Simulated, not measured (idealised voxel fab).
Process module under the name voxel self aligned vias
The cross-section shown here is cut; it is 180 nm wide and divided into square cells measuring 5 nm on a side.
When this document writes out a cross-section, it uses a grid of square cells and lists it as bands, beginning at the top and moving down, with a band standing for one or more rows of cells.
Read a band's entry like this: the first values are the height of its top and the height of its bottom in nm, and what follows is the sequence of materials from left to right, each with its width in nm. Note that "empty" is empty space, and that a single material marked "full width" reaches across the band from edge to edge.
It should be noted that heights are counted from 0, beneath which the wafer as supplied is of one material throughout, and that the lowest band possesses no lower boundary but continues downward, as written in "0 and below".
So if you see something like "30->40" for the width, read it as the top row of the band sitting at the first number and the bottom row at the second, with every row in between moving by the same amount as the last.
"same as before" (step): cross-section cells unchanged, all of them.
You'll see "Catalogued sealed voids" listing empty spaces that have no way open to the top, as long as they're 8 cells or more; the notation is width x height at distance, where the distance is from the left edge, and all of it is in nm.
Where a step's line continues beyond its settings, the continuation is a remark by the simulator itself on that step.
You can add "overlay nm" to a step's line. For a step with a mask, it describes how far the mask lay to the right of its planned position, and a negative number describes a lay to the left.
Set out below are the planned steps of the process
1: op RECEIVE | material Si
2: op CONFORMAL_DEP | material SiO2 | thk nm 10
3: op CONFORMAL_DEP | material SiCN | thk nm 5
4: op DIRECTIONAL_DEP | material SiO2 | thk nm 20
5: op MASKED_ETCH | tone open | mask id LINES | width nm 25 | pitch nm 70 | etch materials SiO2 | depth nm 20 | overlay nm 0
6: op CONFORMAL_DEP | material TiN | thk nm 5
7: op FILL_DEP | material W | thk nm 10
8: op CMP | height nm 35
9: op SELECTIVE_ETCH | etch materials W Ru TiN | depth nm 5
10: op FILL_DEP | material SiN | thk nm 10
11: op CMP | height nm 35
12: op DIRECTIONAL_DEP | material SiO2 | thk nm 20
13: op PATTERN | tone open | mask id VIAS | material resist | width nm 45 | pitch nm 70 | thk nm 15 | overlay nm 0
14: op DIRECTIONAL_ETCH | etch materials SiO2 | depth nm 20
15: op DIRECTIONAL_ETCH | etch materials SiN | depth nm 5
16: op STRIP | etch materials resist
17: op CONFORMAL_DEP | material TiN | thk nm 5
18: op FILL_DEP | material Cu | thk nm 10
19: op CMP | height nm 55
20: op CONFORMAL_DEP | material SiN | thk nm 5
Cross-section of the incoming wafer, state after step 1
  0 and below | Si full width
  Catalogued sealed voids: none
Sectioned view, first of two wafers, at the close of the module, processed as intended in the plan
  60 down to 55 | SiN full width
  55 down to 40 | SiO2=30; TiN=5; Cu=35; TiN=5; SiO2=25; TiN=5; Cu=35; TiN=5; SiO2=35
  40 down to 35 | SiO2=30; TiN=15; Cu=15; TiN=15; SiO2=25; TiN=15; Cu=15; TiN=15; SiO2=35
  35 down to 30 | SiO2=40; TiN=25; SiO2=45; TiN=25; SiO2=45
  30 down to 20 | SiO2=40; TiN=5; W=15; TiN=5; SiO2=45; TiN=5; W=15; TiN=5; SiO2=45
  20 down to 15 | SiO2=40; TiN=25; SiO2=45; TiN=25; SiO2=45
  15 down to 10 | SiCN full width
  10 down to 0 | SiO2 full width
  0 and below | Si full width
  Catalogued sealed voids: none
Second wafer cross-section at end of module - shared start and plan with the first, one mistake in the run
  60 down to 55 | SiN full width
  55 down to 35 | SiO2=30; TiN=5; Cu=35; TiN=5; SiO2=25; TiN=5; Cu=35; TiN=5; SiO2=35
  35 down to 30 | SiN=30; TiN=45; SiN=25; TiN=45; SiN=35
  30 down to 15 | SiO2=40; TiN=5; W=15; TiN=5; SiO2=45; TiN=5; W=15; TiN=5; SiO2=45
  15 down to 10 | SiO2=40; TiN=25; SiO2=45; TiN=25; SiO2=45
  10 down to 0 | SiO2 full width
  0 and below | Si full width
  Catalogued sealed voids: none
Deviation noted in wafer processing: with respect to the plan, step 3 was omitted and not executed
Count the cells at the end and the second wafer has more or fewer of some materials than the first: 8 more of Cu; 36 fewer of SiCN; 18 more of SiN; 4 more of TiN; 6 more of W
